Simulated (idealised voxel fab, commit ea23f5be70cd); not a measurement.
process module | voxel trench capacitor
cross-section cut | 190 nm wide | cells 5 nm
A cross-section is a grid of square cells, given in bands from the top down. A band is one or more rows of cells.
Each band's line starts with the height of the band's top and of its bottom, in nm. Then come its materials from left to right, each with its width in nm. One material with "throughout" fills the band from edge to edge. "air" is empty space.
Height 0 is the level under which the wafer as received is all one material. The lowest band goes on downwards, as in "0 down".
A width such as "30 to 40" changes by the same amount from each row of cells to the next, from the band's top row to its bottom row.
"no change" after a step means that no cell of the cross-section changed.
closed voids: empty space of 8 cells or more with no open way to the top, each as width x height at its distance from the left edge, in nm
after a step's settings: what the simulator itself notes on the step
overlay nm, on a step with a mask: how far to the right of its planned place the mask lay; to the left if negative
plan
1 op RECEIVE | material Si
2 op CONFORMAL_DEP | material SiN | thk nm 10
3 op DIRECTIONAL_DEP | material aC | thk nm 10
4 op PATTERN | tone open | mask id TRENCH | material resist | width nm 30 | pitch nm 45 | thk nm 30 | overlay nm 0
5 op DIRECTIONAL_ETCH | etch materials aC | depth nm 10
6 op STRIP | etch materials resist
7 op DIRECTIONAL_ETCH | etch materials SiN | depth nm 10
8 op DIRECTIONAL_ETCH | etch materials Si | depth nm 35
9 op STRIP | etch materials aC
10 op CONFORMAL_DEP | material Al2O3 | thk nm 5
11 op CONFORMAL_DEP | material TiN | thk nm 5
12 op FILL_DEP | material W | thk nm 5
13 op CMP | height nm 10
as received, after step 1
  0 down: Si throughout
  closed voids: none
first wafer at the end, as planned
  10 to 0: SiN 55 | Al2O3 5 | TiN 5 | W 10 | TiN 5 | Al2O3 5 | SiN 15 | Al2O3 5 | TiN 5 | W 10 | TiN 5 | Al2O3 5 | SiN 60
  0 to -25: Si 55 | Al2O3 5 | TiN 5 | W 10 | TiN 5 | Al2O3 5 | Si 15 | Al2O3 5 | TiN 5 | W 10 | TiN 5 | Al2O3 5 | Si 60
  -25 to -30: Si 55 | Al2O3 5 | TiN 20 | Al2O3 5 | Si 15 | Al2O3 5 | TiN 20 | Al2O3 5 | Si 60
  -30 to -35: Si 55 | Al2O3 30 | Si 15 | Al2O3 30 | Si 60
  -35 down: Si throughout
  closed voids: none
second wafer at the end: like start, like plan, one mistake
  10 to 0: SiN 55 | Al2O3 5 | TiN 5 | W 10 | TiN 5 | Al2O3 5 | SiN 15 | Al2O3 5 | TiN 5 | W 10 | TiN 5 | Al2O3 5 | SiN 60
  0 to -60: Si 55 | Al2O3 5 | TiN 5 | W 10 | TiN 5 | Al2O3 5 | Si 15 | Al2O3 5 | TiN 5 | W 10 | TiN 5 | Al2O3 5 | Si 60
  -60 to -65: Si 55 | Al2O3 5 | TiN 20 | Al2O3 5 | Si 15 | Al2O3 5 | TiN 20 | Al2O3 5 | Si 60
  -65 to -70: Si 55 | Al2O3 30 | Si 15 | Al2O3 30 | Si 60
  -70 down: Si throughout
  closed voids: none
what went wrong: step 8 was run twice
at the end the second wafer has, in cells: 28 more of Al2O3 | 84 fewer of Si | 28 more of TiN | 28 more of W
